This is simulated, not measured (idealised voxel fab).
The following process module bears the name voxel released beams.
For reference, the cross-section in this document is cut, with width 215 nm and square cells of 5 nm.
When this document writes out a cross-section, it uses a grid of square cells and lists it as bands, beginning at the top and moving down, with a band standing for one or more rows of cells.
Top height, bottom height, nm. Materials left to right, width each, nm. Single material + "throughout" = fills band edge to edge. "air" = empty.
We count height from 0. Below that, the starting wafer is all one material. The lowest band never ends at the bottom but goes on down; see "z 0 and below" for how that is written.
A width such as "30 to 40" changes by the same amount from each row of cells to the next, from the band's top row to its bottom row.
Basically "remained the same" means that step didn't change any cell in the cross-section.
Enclosed voids (no open way to top), threshold 8 cells or more, entry "Closed-off voids", notation width x height at distance, distance from left edge, nm.
It should be noted that, on the line of a given step, the content following the step's settings is a remark produced by the simulator itself with respect to that step.
overlay nm: right-of-plan distance of the mask on a masked step; negative values mean left-of-plan.
Each pair of cross-sections that follows straddles one process step: the one shows the state before the step, the other the state after it, down to the lowest band that changed and no further. The step in question, and its settings, are given under the pair. Note that a pair is not necessarily a continuation of the pair above it, since pairs can come from different runs of this module on the same starting wafer; it is a continuation only where its entry headed "State on entry" says so.
State on entry
z 0 and below  Si throughout
Closed-off voids: none
Resulting Cross-Section
z 10 to 0  SiN throughout
Anything lower than 0 is untouched.
Closed-off voids: none
Step, pre vs post cross-sections above: CONFORMAL_DEP [material SiN] [thk nm 10]
State on entry: the state before this step is the cross-section shown after the step in the pair just above.
Resulting Cross-Section
z 20 to 10  SiO2 throughout
Anything lower than 10 is untouched.
Closed-off voids: none
Step, pre vs post cross-sections above: DIRECTIONAL_DEP [material SiO2] [thk nm 10]
State on entry: the state before this step is the cross-section shown after the step in the pair just above.
Resulting Cross-Section
z 30 to 20  aC throughout
Anything lower than 20 is untouched.
Closed-off voids: none
Step, pre vs post cross-sections above: DIRECTIONAL_DEP [material aC] [thk nm 10]
State on entry: the state before this step is the cross-section shown after the step in the pair just above.
Resulting Cross-Section
z 55 to 30  resist (55), then air (35), then resist (125)
Anything lower than 30 is untouched.
Closed-off voids: none
Step, pre vs post cross-sections above: PATTERN [tone open] [mask id ANCHOR] [material resist] [width nm 35] [thk nm 25] [overlay nm 0]
State on entry: the state before this step is the cross-section shown after the step in the pair just above.
Resulting Cross-Section
z 45 to 30  resist (55), then air (35), then resist (125)
z 30 to 20  aC (55), then air (35), then aC (125)
Anything lower than 20 is untouched.
Closed-off voids: none
Step, pre vs post cross-sections above: DIRECTIONAL_ETCH [etch materials aC] [depth nm 10]
State on entry: the state before this step is the cross-section shown after the step in the pair just above.
Resulting Cross-Section
z 30 to 20  aC (55), then air (35), then aC (125)
Anything lower than 20 is untouched.
Closed-off voids: none
Step, pre vs post cross-sections above: STRIP [etch materials resist]
State on entry: the state before this step is the cross-section shown after the step in the pair just above.
Resulting Cross-Section
z 30 to 20  aC (55), then air (35), then aC (125)
z 20 to 10  SiO2 (55), then air (35), then SiO2 (125)
Anything lower than 10 is untouched.
Closed-off voids: none
Step, pre vs post cross-sections above: DIRECTIONAL_ETCH [etch materials SiO2] [depth nm 10]
State on entry: the state before this step is the cross-section shown after the step in the pair just above.
Resulting Cross-Section
z 20 to 10  SiO2 (55), then air (35), then SiO2 (125)
Anything lower than 10 is untouched.
Closed-off voids: none
Step, pre vs post cross-sections above: STRIP [etch materials aC]
State on entry: the state before this step is the cross-section shown after the step in the pair just above.
Resulting Cross-Section
z 35 to 25  polySi (70), then air (5), then polySi (140)
z 25 to 20  polySi throughout
z 20 to 10  SiO2 (55), then polySi (35), then SiO2 (125)
Anything lower than 10 is untouched.
Closed-off voids: none
Step, pre vs post cross-sections above: CONFORMAL_DEP [material polySi] [thk nm 15]
State on entry: the state before this step is the cross-section shown after the step in the pair just above.
Resulting Cross-Section
z 45 to 35  aC (70), then air (5), then aC (140)
z 35 to 25  polySi (70), then aC (5), then polySi (140)
Anything lower than 25 is untouched.
Closed-off voids: none
Step, pre vs post cross-sections above: DIRECTIONAL_DEP [material aC] [thk nm 10]
State on entry: the state before this step is the cross-section shown after the step in the pair just above.
Resulting Cross-Section
z 75 to 45  air (50), then resist (105), then air (60)
z 45 to 35  aC (70), then resist (5), then aC (140)
Anything lower than 35 is untouched.
Closed-off voids: none
Step, pre vs post cross-sections above: PATTERN [tone cover] [mask id BEAM] [material resist] [width nm 105] [thk nm 30] [overlay nm 0]
State on entry: the state before this step is the cross-section shown after the step in the pair just above.
Resulting Cross-Section
z 65 to 45  air (50), then resist (105), then air (60)
z 45 to 35  air (50), then aC (20), then resist (5), then aC (80), then air (60)
Anything lower than 35 is untouched.
Closed-off voids: none
Step, pre vs post cross-sections above: DIRECTIONAL_ETCH [etch materials aC] [depth nm 10]
State on entry: the state before this step is the cross-section shown after the step in the pair just above.
Resulting Cross-Section
z 45 to 35  air (50), then aC (20), then air (5), then aC (80), then air (60)
Anything lower than 35 is untouched.
Closed-off voids: none
Step, pre vs post cross-sections above: STRIP [etch materials resist]
State on entry: the state before this step is the cross-section shown after the step in the pair just above.
Resulting Cross-Section
z 45 to 35  air (50), then aC (20), then air (5), then aC (80), then air (60)
z 35 to 25  air (50), then polySi (20), then aC (5), then polySi (80), then air (60)
z 25 to 20  air (50), then polySi (105), then air (60)
Anything lower than 20 is untouched.
Closed-off voids: none
Step, pre vs post cross-sections above: DIRECTIONAL_ETCH [etch materials polySi] [depth nm 15]
State on entry: the state before this step is the cross-section shown after the step in the pair just above.
Resulting Cross-Section
z 35 to 25  air (50), then polySi (20), then air (5), then polySi (80), then air (60)
Anything lower than 25 is untouched.
Closed-off voids: none
Step, pre vs post cross-sections above: STRIP [etch materials aC]
State on entry: the state before this step is the cross-section shown after the step in the pair just above.
Resulting Cross-Section
z 35 to 25  air (50), then polySi (20), then air (5), then polySi (80), then air (60)
z 25 to 20  air (50), then polySi (105), then air (60)
z 20 to 10  air (55), then polySi (35), then air (125)
Anything lower than 10 is untouched.
Closed-off voids: none
Step, pre vs post cross-sections above: STRIP [etch materials SiO2]
State on entry
z 0 and below  Si throughout
Closed-off voids: none
Resulting Cross-Section
z 10 to 0  SiO2 throughout
Anything lower than 0 is untouched.
Closed-off voids: none
Step, pre vs post cross-sections above: DIRECTIONAL_DEP [material SiO2] [thk nm 10]
State on entry: the state before this step is the cross-section shown after the step in the pair just above.
Resulting Cross-Section
z 20 to 10  aC throughout
Anything lower than 10 is untouched.
Closed-off voids: none
Step, pre vs post cross-sections above: DIRECTIONAL_DEP [material aC] [thk nm 10]
State on entry: the state before this step is the cross-section shown after the step in the pair just above.
Resulting Cross-Section
z 45 to 20  resist (55), then air (35), then resist (125)
Anything lower than 20 is untouched.
Closed-off voids: none
Step, pre vs post cross-sections above: PATTERN [tone open] [mask id ANCHOR] [material resist] [width nm 35] [thk nm 25] [overlay nm 0]
State on entry: the state before this step is the cross-section shown after the step in the pair just above.
Resulting Cross-Section
z 35 to 20  resist (55), then air (35), then resist (125)
z 20 to 10  aC (55), then air (35), then aC (125)
Anything lower than 10 is untouched.
Closed-off voids: none
Step, pre vs post cross-sections above: DIRECTIONAL_ETCH [etch materials aC] [depth nm 10]
State on entry: the state before this step is the cross-section shown after the step in the pair just above.
Resulting Cross-Section
z 20 to 10  aC (55), then air (35), then aC (125)
Anything lower than 10 is untouched.
Closed-off voids: none
Step, pre vs post cross-sections above: STRIP [etch materials resist]
State on entry: the state before this step is the cross-section shown after the step in the pair just above.
Resulting Cross-Section
z 20 to 10  aC (55), then air (35), then aC (125)
z 10 to 0  SiO2 (55), then air (35), then SiO2 (125)
Anything lower than 0 is untouched.
Closed-off voids: none
Step, pre vs post cross-sections above: DIRECTIONAL_ETCH [etch materials SiO2] [depth nm 10]
State on entry: the state before this step is the cross-section shown after the step in the pair just above.
Resulting Cross-Section
z 10 to 0  SiO2 (55), then air (35), then SiO2 (125)
Anything lower than 0 is untouched.
Closed-off voids: none
Step, pre vs post cross-sections above: STRIP [etch materials aC]
State on entry: the state before this step is the cross-section shown after the step in the pair just above.
Resulting Cross-Section
z 25 to 15  polySi (70), then air (5), then polySi (140)
z 15 to 10  polySi throughout
z 10 to 0  SiO2 (55), then polySi (35), then SiO2 (125)
Anything lower than 0 is untouched.
Closed-off voids: none
Step, pre vs post cross-sections above: CONFORMAL_DEP [material polySi] [thk nm 15]
State on entry: the state before this step is the cross-section shown after the step in the pair just above.
Resulting Cross-Section
z 35 to 25  aC (70), then air (5), then aC (140)
z 25 to 15  polySi (70), then aC (5), then polySi (140)
Anything lower than 15 is untouched.
Closed-off voids: none
Step, pre vs post cross-sections above: DIRECTIONAL_DEP [material aC] [thk nm 10]
State on entry: the state before this step is the cross-section shown after the step in the pair just above.
Resulting Cross-Section
z 65 to 35  air (50), then resist (105), then air (60)
z 35 to 25  aC (70), then resist (5), then aC (140)
Anything lower than 25 is untouched.
Closed-off voids: none
Step, pre vs post cross-sections above: PATTERN [tone cover] [mask id BEAM] [material resist] [width nm 105] [thk nm 30] [overlay nm 0]
State on entry: the state before this step is the cross-section shown after the step in the pair just above.
Resulting Cross-Section
z 55 to 35  air (50), then resist (105), then air (60)
z 35 to 25  air (50), then aC (20), then resist (5), then aC (80), then air (60)
Anything lower than 25 is untouched.
Closed-off voids: none
Step, pre vs post cross-sections above: DIRECTIONAL_ETCH [etch materials aC] [depth nm 10]
State on entry: the state before this step is the cross-section shown after the step in the pair just above.
Resulting Cross-Section
z 35 to 25  air (50), then aC (20), then air (5), then aC (80), then air (60)
Anything lower than 25 is untouched.
Closed-off voids: none
Step, pre vs post cross-sections above: STRIP [etch materials resist]
State on entry: the state before this step is the cross-section shown after the step in the pair just above.
Resulting Cross-Section
z 35 to 25  air (50), then aC (20), then air (5), then aC (80), then air (60)
z 25 to 15  air (50), then polySi (20), then aC (5), then polySi (80), then air (60)
z 15 to 10  air (50), then polySi (105), then air (60)
Anything lower than 10 is untouched.
Closed-off voids: none
Step, pre vs post cross-sections above: DIRECTIONAL_ETCH [etch materials polySi] [depth nm 15]
State on entry: the state before this step is the cross-section shown after the step in the pair just above.
Resulting Cross-Section
z 25 to 15  air (50), then polySi (20), then air (5), then polySi (80), then air (60)
Anything lower than 15 is untouched.
Closed-off voids: none
Step, pre vs post cross-sections above: STRIP [etch materials aC]
State on entry: the state before this step is the cross-section shown after the step in the pair just above.
Resulting Cross-Section
z 25 to 15  air (50), then polySi (20), then air (5), then polySi (80), then air (60)
z 15 to 10  air (50), then polySi (105), then air (60)
z 10 to 0  air (55), then polySi (35), then air (125)
Anything lower than 0 is untouched.
Closed-off voids: none
Step, pre vs post cross-sections above: STRIP [etch materials SiO2]
State on entry
z 35 to 25  polySi (70), then air (5), then polySi (140)
z 25 to 20  polySi throughout
z 20 to 10  SiO2 (55), then polySi (35), then SiO2 (125)
z 10 to 0  SiN throughout
z 0 and below  Si throughout
Closed-off voids: none
Resulting Cross-Section
z 50 to 20  polySi throughout
Anything lower than 20 is untouched.
Closed-off voids: none
Step, pre vs post cross-sections above: CONFORMAL_DEP [material polySi] [thk nm 15]
State on entry: the state before this step is the cross-section shown after the step in the pair just above.
Resulting Cross-Section
z 60 to 50  aC throughout
Anything lower than 50 is untouched.
Closed-off voids: none
Step, pre vs post cross-sections above: DIRECTIONAL_DEP [material aC] [thk nm 10]
State on entry: the state before this step is the cross-section shown after the step in the pair just above.
Resulting Cross-Section
z 90 to 60  air (50), then resist (105), then air (60)
Anything lower than 60 is untouched.
Closed-off voids: none
Step, pre vs post cross-sections above: PATTERN [tone cover] [mask id BEAM] [material resist] [width nm 105] [thk nm 30] [overlay nm 0]
State on entry: the state before this step is the cross-section shown after the step in the pair just above.
Resulting Cross-Section
z 80 to 60  air (50), then resist (105), then air (60)
z 60 to 50  air (50), then aC (105), then air (60)
Anything lower than 50 is untouched.
Closed-off voids: none
Step, pre vs post cross-sections above: DIRECTIONAL_ETCH [etch materials aC] [depth nm 10]
State on entry: the state before this step is the cross-section shown after the step in the pair just above.
Resulting Cross-Section
z 60 to 50  air (50), then aC (105), then air (60)
Anything lower than 50 is untouched.
Closed-off voids: none
Step, pre vs post cross-sections above: STRIP [etch materials resist]
State on entry: the state before this step is the cross-section shown after the step in the pair just above.
Resulting Cross-Section
z 60 to 50  air (50), then aC (105), then air (60)
z 50 to 35  air (50), then polySi (105), then air (60)
Anything lower than 35 is untouched.
Closed-off voids: none
Step, pre vs post cross-sections above: DIRECTIONAL_ETCH [etch materials polySi] [depth nm 15]
State on entry: the state before this step is the cross-section shown after the step in the pair just above.
Resulting Cross-Section
z 50 to 35  air (50), then polySi (105), then air (60)
Anything lower than 35 is untouched.
Closed-off voids: none
Step, pre vs post cross-sections above: STRIP [etch materials aC]
State on entry
z 10 to 0  SiO2 throughout
z 0 and below  Si throughout
Closed-off voids: none
Resulting Cross-Section
z 20 to 10  SiN throughout
Anything lower than 10 is untouched.
Closed-off voids: none
Step, pre vs post cross-sections above: CONFORMAL_DEP [material SiN] [thk nm 10]
State on entry: the state before this step is the cross-section shown after the step in the pair just above.
Resulting Cross-Section
z 30 to 20  aC throughout
Anything lower than 20 is untouched.
Closed-off voids: none
Step, pre vs post cross-sections above: DIRECTIONAL_DEP [material aC] [thk nm 10]
State on entry: the state before this step is the cross-section shown after the step in the pair just above.
Resulting Cross-Section
z 55 to 30  resist (55), then air (35), then resist (125)
Anything lower than 30 is untouched.
Closed-off voids: none
Step, pre vs post cross-sections above: PATTERN [tone open] [mask id ANCHOR] [material resist] [width nm 35] [thk nm 25] [overlay nm 0]
State on entry: the state before this step is the cross-section shown after the step in the pair just above.
Resulting Cross-Section
z 45 to 30  resist (55), then air (35), then resist (125)
z 30 to 20  aC (55), then air (35), then aC (125)
Anything lower than 20 is untouched.
Closed-off voids: none
Step, pre vs post cross-sections above: DIRECTIONAL_ETCH [etch materials aC] [depth nm 10]
State on entry: the state before this step is the cross-section shown after the step in the pair just above.
Resulting Cross-Section
z 30 to 20  aC (55), then air (35), then aC (125)
Anything lower than 20 is untouched.
Closed-off voids: none
Step, pre vs post cross-sections above: STRIP [etch materials resist]
State on entry: the state before this step is the cross-section shown after the step in the pair just above.
Resulting Cross-Section
z 20 to 10  SiN throughout
Anything lower than 10 is untouched.
Closed-off voids: none
Step, pre vs post cross-sections above: STRIP [etch materials aC]
State on entry: the state before this step is the cross-section shown after the step in the pair just above.
Resulting Cross-Section
z 35 to 20  polySi throughout
Anything lower than 20 is untouched.
Closed-off voids: none
Step, pre vs post cross-sections above: CONFORMAL_DEP [material polySi] [thk nm 15]
State on entry: the state before this step is the cross-section shown after the step in the pair just above.
Resulting Cross-Section
z 45 to 35  aC throughout
Anything lower than 35 is untouched.
Closed-off voids: none
Step, pre vs post cross-sections above: DIRECTIONAL_DEP [material aC] [thk nm 10]
State on entry: the state before this step is the cross-section shown after the step in the pair just above.
Resulting Cross-Section
z 75 to 45  air (50), then resist (105), then air (60)
Anything lower than 45 is untouched.
Closed-off voids: none
Step, pre vs post cross-sections above: PATTERN [tone cover] [mask id BEAM] [material resist] [width nm 105] [thk nm 30] [overlay nm 0]
State on entry: the state before this step is the cross-section shown after the step in the pair just above.
Resulting Cross-Section
z 65 to 45  air (50), then resist (105), then air (60)
z 45 to 35  air (50), then aC (105), then air (60)
Anything lower than 35 is untouched.
Closed-off voids: none
Step, pre vs post cross-sections above: DIRECTIONAL_ETCH [etch materials aC] [depth nm 10]
State on entry: the state before this step is the cross-section shown after the step in the pair just above.
Resulting Cross-Section
z 45 to 35  air (50), then aC (105), then air (60)
Anything lower than 35 is untouched.
Closed-off voids: none
Step, pre vs post cross-sections above: STRIP [etch materials resist]
State on entry: the state before this step is the cross-section shown after the step in the pair just above.
Resulting Cross-Section
z 45 to 35  air (50), then aC (105), then air (60)
z 35 to 20  air (50), then polySi (105), then air (60)
Anything lower than 20 is untouched.
Closed-off voids: none
Step, pre vs post cross-sections above: DIRECTIONAL_ETCH [etch materials polySi] [depth nm 15]
State on entry: the state before this step is the cross-section shown after the step in the pair just above.
Resulting Cross-Section
z 35 to 20  air (50), then polySi (105), then air (60)
Anything lower than 20 is untouched.
Closed-off voids: none
Step, pre vs post cross-sections above: STRIP [etch materials aC]
State on entry
z 20 to 10  SiO2 (55), then air (35), then SiO2 (125)
z 10 to 0  SiN throughout
z 0 and below  Si throughout
Closed-off voids: none
Resulting Cross-Section
z 30 to 20  polySi (65), then air (15), then polySi (135)
z 20 to 10  SiO2 (55), then polySi (35), then SiO2 (125)
Anything lower than 10 is untouched.
Closed-off voids: none
Step, pre vs post cross-sections above: CONFORMAL_DEP [material polySi] [thk nm 10]
State on entry: the state before this step is the cross-section shown after the step in the pair just above.
Resulting Cross-Section
z 40 to 30  aC (65), then air (15), then aC (135)
z 30 to 20  polySi (65), then aC (15), then polySi (135)
Anything lower than 20 is untouched.
Closed-off voids: none
Step, pre vs post cross-sections above: DIRECTIONAL_DEP [material aC] [thk nm 10]
State on entry: the state before this step is the cross-section shown after the step in the pair just above.
Resulting Cross-Section
z 70 to 40  air (50), then resist (105), then air (60)
z 40 to 30  aC (65), then resist (15), then aC (135)
Anything lower than 30 is untouched.
Closed-off voids: none
Step, pre vs post cross-sections above: PATTERN [tone cover] [mask id BEAM] [material resist] [width nm 105] [thk nm 30] [overlay nm 0]
State on entry: the state before this step is the cross-section shown after the step in the pair just above.
Resulting Cross-Section
z 60 to 40  air (50), then resist (105), then air (60)
z 40 to 30  air (50), then aC (15), then resist (15), then aC (75), then air (60)
Anything lower than 30 is untouched.
Closed-off voids: none
Step, pre vs post cross-sections above: DIRECTIONAL_ETCH [etch materials aC] [depth nm 10]
State on entry: the state before this step is the cross-section shown after the step in the pair just above.
Resulting Cross-Section
z 40 to 30  air (50), then aC (15), then air (15), then aC (75), then air (60)
Anything lower than 30 is untouched.
Closed-off voids: none
Step, pre vs post cross-sections above: STRIP [etch materials resist]
State on entry: the state before this step is the cross-section shown after the step in the pair just above.
Resulting Cross-Section
z 40 to 30  air (50), then aC (15), then air (15), then aC (75), then air (60)
z 30 to 20  air (50), then polySi (15), then aC (15), then polySi (75), then air (60)
Anything lower than 20 is untouched.
Closed-off voids: none
Step, pre vs post cross-sections above: DIRECTIONAL_ETCH [etch materials polySi] [depth nm 15]
State on entry: the state before this step is the cross-section shown after the step in the pair just above.
Resulting Cross-Section
z 30 to 20  air (50), then polySi (15), then air (15), then polySi (75), then air (60)
Anything lower than 20 is untouched.
Closed-off voids: none
Step, pre vs post cross-sections above: STRIP [etch materials aC]
State on entry: the state before this step is the cross-section shown after the step in the pair just above.
Resulting Cross-Section
z 30 to 20  air (50), then polySi (15), then air (15), then polySi (75), then air (60)
z 20 to 10  air (55), then polySi (35), then air (125)
Anything lower than 10 is untouched.
Closed-off voids: none
Step, pre vs post cross-sections above: STRIP [etch materials SiO2]
State on entry
z 45 to 35  aC (70), then air (5), then aC (140)
z 35 to 25  polySi (70), then aC (5), then polySi (140)
z 25 to 20  polySi throughout
z 20 to 10  SiO2 (55), then polySi (35), then SiO2 (125)
z 10 to 0  SiN throughout
z 0 and below  Si throughout
Closed-off voids: none
Resulting Cross-Section
z 75 to 45  air (55), then resist (100), then air (60)
z 45 to 35  aC (70), then resist (5), then aC (140)
Anything lower than 35 is untouched.
Closed-off voids: none
Step, pre vs post cross-sections above: PATTERN [tone cover] [mask id BEAM] [material resist] [width nm 100] [thk nm 30] [overlay nm 0]
State on entry: the state before this step is the cross-section shown after the step in the pair just above.
Resulting Cross-Section
z 65 to 45  air (55), then resist (100), then air (60)
z 45 to 35  air (55), then aC (15), then resist (5), then aC (80), then air (60)
Anything lower than 35 is untouched.
Closed-off voids: none
Step, pre vs post cross-sections above: DIRECTIONAL_ETCH [etch materials aC] [depth nm 10]
State on entry: the state before this step is the cross-section shown after the step in the pair just above.
Resulting Cross-Section
z 45 to 35  air (55), then aC (15), then air (5), then aC (80), then air (60)
Anything lower than 35 is untouched.
Closed-off voids: none
Step, pre vs post cross-sections above: STRIP [etch materials resist]
State on entry: the state before this step is the cross-section shown after the step in the pair just above.
Resulting Cross-Section
z 45 to 35  air (55), then aC (15), then air (5), then aC (80), then air (60)
z 35 to 25  air (55), then polySi (15), then aC (5), then polySi (80), then air (60)
z 25 to 20  air (55), then polySi (100), then air (60)
Anything lower than 20 is untouched.
Closed-off voids: none
Step, pre vs post cross-sections above: DIRECTIONAL_ETCH [etch materials polySi] [depth nm 15]
State on entry: the state before this step is the cross-section shown after the step in the pair just above.
Resulting Cross-Section
z 35 to 25  air (55), then polySi (15), then air (5), then polySi (80), then air (60)
Anything lower than 25 is untouched.
Closed-off voids: none
Step, pre vs post cross-sections above: STRIP [etch materials aC]
State on entry: the state before this step is the cross-section shown after the step in the pair just above.
Resulting Cross-Section
z 35 to 25  air (55), then polySi (15), then air (5), then polySi (80), then air (60)
z 25 to 20  air (55), then polySi (100), then air (60)
z 20 to 10  air (55), then polySi (35), then air (125)
Anything lower than 10 is untouched.
Closed-off voids: none
Step, pre vs post cross-sections above: STRIP [etch materials SiO2]
State on entry
z 30 to 20  aC throughout
z 20 to 10  SiO2 throughout
z 10 to 0  SiN throughout
z 0 and below  Si throughout
Closed-off voids: none
Resulting Cross-Section
z 55 to 30  resist (65), then air (35), then resist (115)
Anything lower than 30 is untouched.
Closed-off voids: none
Step, pre vs post cross-sections above: PATTERN [tone open] [mask id ANCHOR] [material resist] [width nm 35] [thk nm 25] [overlay nm 10]
State on entry: the state before this step is the cross-section shown after the step in the pair just above.
Resulting Cross-Section
z 45 to 30  resist (65), then air (35), then resist (115)
z 30 to 20  aC (65), then air (35), then aC (115)
Anything lower than 20 is untouched.
Closed-off voids: none
Step, pre vs post cross-sections above: DIRECTIONAL_ETCH [etch materials aC] [depth nm 10]
State on entry: the state before this step is the cross-section shown after the step in the pair just above.
Resulting Cross-Section
z 30 to 20  aC (65), then air (35), then aC (115)
Anything lower than 20 is untouched.
Closed-off voids: none
Step, pre vs post cross-sections above: STRIP [etch materials resist]
State on entry: the state before this step is the cross-section shown after the step in the pair just above.
Resulting Cross-Section
z 30 to 20  aC (65), then air (35), then aC (115)
z 20 to 10  SiO2 (65), then air (35), then SiO2 (115)
Anything lower than 10 is untouched.
Closed-off voids: none
Step, pre vs post cross-sections above: DIRECTIONAL_ETCH [etch materials SiO2] [depth nm 10]
State on entry: the state before this step is the cross-section shown after the step in the pair just above.
Resulting Cross-Section
z 20 to 10  SiO2 (65), then air (35), then SiO2 (115)
Anything lower than 10 is untouched.
Closed-off voids: none
Step, pre vs post cross-sections above: STRIP [etch materials aC]
State on entry: the state before this step is the cross-section shown after the step in the pair just above.
Resulting Cross-Section
z 35 to 25  polySi (80), then air (5), then polySi (130)
z 25 to 20  polySi throughout
z 20 to 10  SiO2 (65), then polySi (35), then SiO2 (115)
Anything lower than 10 is untouched.
Closed-off voids: none
Step, pre vs post cross-sections above: CONFORMAL_DEP [material polySi] [thk nm 15]
State on entry: the state before this step is the cross-section shown after the step in the pair just above.
Resulting Cross-Section
z 45 to 35  aC (80), then air (5), then aC (130)
z 35 to 25  polySi (80), then aC (5), then polySi (130)
Anything lower than 25 is untouched.
Closed-off voids: none
Step, pre vs post cross-sections above: DIRECTIONAL_DEP [material aC] [thk nm 10]
State on entry: the state before this step is the cross-section shown after the step in the pair just above.
Resulting Cross-Section
z 75 to 45  air (50), then resist (105), then air (60)
z 45 to 35  aC (80), then resist (5), then aC (130)
Anything lower than 35 is untouched.
Closed-off voids: none
Step, pre vs post cross-sections above: PATTERN [tone cover] [mask id BEAM] [material resist] [width nm 105] [thk nm 30] [overlay nm 0]
State on entry: the state before this step is the cross-section shown after the step in the pair just above.
Resulting Cross-Section
z 65 to 45  air (50), then resist (105), then air (60)
z 45 to 35  air (50), then aC (30), then resist (5), then aC (70), then air (60)
Anything lower than 35 is untouched.
Closed-off voids: none
Step, pre vs post cross-sections above: DIRECTIONAL_ETCH [etch materials aC] [depth nm 10]
State on entry: the state before this step is the cross-section shown after the step in the pair just above.
Resulting Cross-Section
z 45 to 35  air (50), then aC (30), then air (5), then aC (70), then air (60)
Anything lower than 35 is untouched.
Closed-off voids: none
Step, pre vs post cross-sections above: STRIP [etch materials resist]
State on entry: the state before this step is the cross-section shown after the step in the pair just above.
Resulting Cross-Section
z 45 to 35  air (50), then aC (30), then air (5), then aC (70), then air (60)
z 35 to 25  air (50), then polySi (30), then aC (5), then polySi (70), then air (60)
z 25 to 20  air (50), then polySi (105), then air (60)
Anything lower than 20 is untouched.
Closed-off voids: none
Step, pre vs post cross-sections above: DIRECTIONAL_ETCH [etch materials polySi] [depth nm 15]
State on entry: the state before this step is the cross-section shown after the step in the pair just above.
Resulting Cross-Section
z 35 to 25  air (50), then polySi (30), then air (5), then polySi (70), then air (60)
Anything lower than 25 is untouched.
Closed-off voids: none
Step, pre vs post cross-sections above: STRIP [etch materials aC]
State on entry: the state before this step is the cross-section shown after the step in the pair just above.
Resulting Cross-Section
z 35 to 25  air (50), then polySi (30), then air (5), then polySi (70), then air (60)
z 25 to 20  air (50), then polySi (105), then air (60)
z 20 to 10  air (65), then polySi (35), then air (115)
Anything lower than 10 is untouched.
Closed-off voids: none
Step, pre vs post cross-sections above: STRIP [etch materials SiO2]
State on entry
z 35 to 25  air (50), then polySi (20), then air (5), then polySi (80), then air (60)
z 25 to 20  air (50), then polySi (105), then air (60)
z 20 to 10  SiO2 (55), then polySi (35), then SiO2 (125)
z 10 to 0  SiN throughout
z 0 and below  Si throughout
Closed-off voids: none
Resulting Cross-Section
z 20 to 10  SiO2 (55), then air (35), then SiO2 (125)
Anything lower than 10 is untouched.
Closed-off voids: none
Step, pre vs post cross-sections above: STRIP [etch materials polySi]
State on entry
z 30 to 20  aC throughout
z 20 to 10  SiO2 throughout
z 10 to 0  SiN throughout
z 0 and below  Si throughout
Closed-off voids: none
Resulting Cross-Section
z 55 to 30  air (55), then resist (35), then air (125)
Anything lower than 30 is untouched.
Closed-off voids: none
Step, pre vs post cross-sections above: PATTERN [tone cover] [mask id ANCHOR] [material resist] [width nm 35] [thk nm 25] [overlay nm 0]
State on entry: the state before this step is the cross-section shown after the step in the pair just above.
Resulting Cross-Section
z 45 to 30  air (55), then resist (35), then air (125)
z 30 to 20  air (55), then aC (35), then air (125)
Anything lower than 20 is untouched.
Closed-off voids: none
Step, pre vs post cross-sections above: DIRECTIONAL_ETCH [etch materials aC] [depth nm 10]
State on entry: the state before this step is the cross-section shown after the step in the pair just above.
Resulting Cross-Section
z 30 to 20  air (55), then aC (35), then air (125)
Anything lower than 20 is untouched.
Closed-off voids: none
Step, pre vs post cross-sections above: STRIP [etch materials resist]
State on entry: the state before this step is the cross-section shown after the step in the pair just above.
Resulting Cross-Section
z 30 to 20  air (55), then aC (35), then air (125)
z 20 to 10  air (55), then SiO2 (35), then air (125)
Anything lower than 10 is untouched.
Closed-off voids: none
Step, pre vs post cross-sections above: DIRECTIONAL_ETCH [etch materials SiO2] [depth nm 10]
State on entry: the state before this step is the cross-section shown after the step in the pair just above.
Resulting Cross-Section
z 20 to 10  air (55), then SiO2 (35), then air (125)
Anything lower than 10 is untouched.
Closed-off voids: none
Step, pre vs post cross-sections above: STRIP [etch materials aC]
State on entry: the state before this step is the cross-section shown after the step in the pair just above.
Resulting Cross-Section
z 35 to 25  air (40), then polySi (65), then air (110)
z 25 to 20  polySi throughout
z 20 to 10  polySi (55), then SiO2 (35), then polySi (125)
Anything lower than 10 is untouched.
Closed-off voids: none
Step, pre vs post cross-sections above: CONFORMAL_DEP [material polySi] [thk nm 15]
State on entry: the state before this step is the cross-section shown after the step in the pair just above.
Resulting Cross-Section
z 45 to 35  air (40), then aC (65), then air (110)
z 35 to 25  aC (40), then polySi (65), then aC (110)
Anything lower than 25 is untouched.
Closed-off voids: none
Step, pre vs post cross-sections above: DIRECTIONAL_DEP [material aC] [thk nm 10]
State on entry: the state before this step is the cross-section shown after the step in the pair just above.
Resulting Cross-Section
z 75 to 45  air (50), then resist (105), then air (60)
z 45 to 35  air (40), then aC (65), then resist (50), then air (60)
Anything lower than 35 is untouched.
Closed-off voids: none
Step, pre vs post cross-sections above: PATTERN [tone cover] [mask id BEAM] [material resist] [width nm 105] [thk nm 30] [overlay nm 0]
State on entry: the state before this step is the cross-section shown after the step in the pair just above.
Resulting Cross-Section
z 65 to 45  air (50), then resist (105), then air (60)
z 45 to 35  air (50), then aC (55), then resist (50), then air (60)
z 35 to 25  air (40), then polySi (65), then aC (50), then air (60)
Anything lower than 25 is untouched.
Closed-off voids: none
Step, pre vs post cross-sections above: DIRECTIONAL_ETCH [etch materials aC] [depth nm 10]
State on entry: the state before this step is the cross-section shown after the step in the pair just above.
Resulting Cross-Section
z 45 to 35  air (50), then aC (55), then air (110)
Anything lower than 35 is untouched.
Closed-off voids: none
Step, pre vs post cross-sections above: STRIP [etch materials resist]
State on entry: the state before this step is the cross-section shown after the step in the pair just above.
Resulting Cross-Section
z 45 to 35  air (50), then aC (55), then air (110)
z 35 to 25  air (50), then polySi (55), then aC (50), then air (60)
z 25 to 20  air (50), then polySi (105), then air (60)
z 20 to 10  air (40), then polySi (15), then SiO2 (35), then polySi (65), then air (60)
Anything lower than 10 is untouched.
Closed-off voids: none
Step, pre vs post cross-sections above: DIRECTIONAL_ETCH [etch materials polySi] [depth nm 15]
State on entry: the state before this step is the cross-section shown after the step in the pair just above.
Resulting Cross-Section
z 35 to 25  air (50), then polySi (55), then air (110)
Anything lower than 25 is untouched.
Closed-off voids: none
Step, pre vs post cross-sections above: STRIP [etch materials aC]
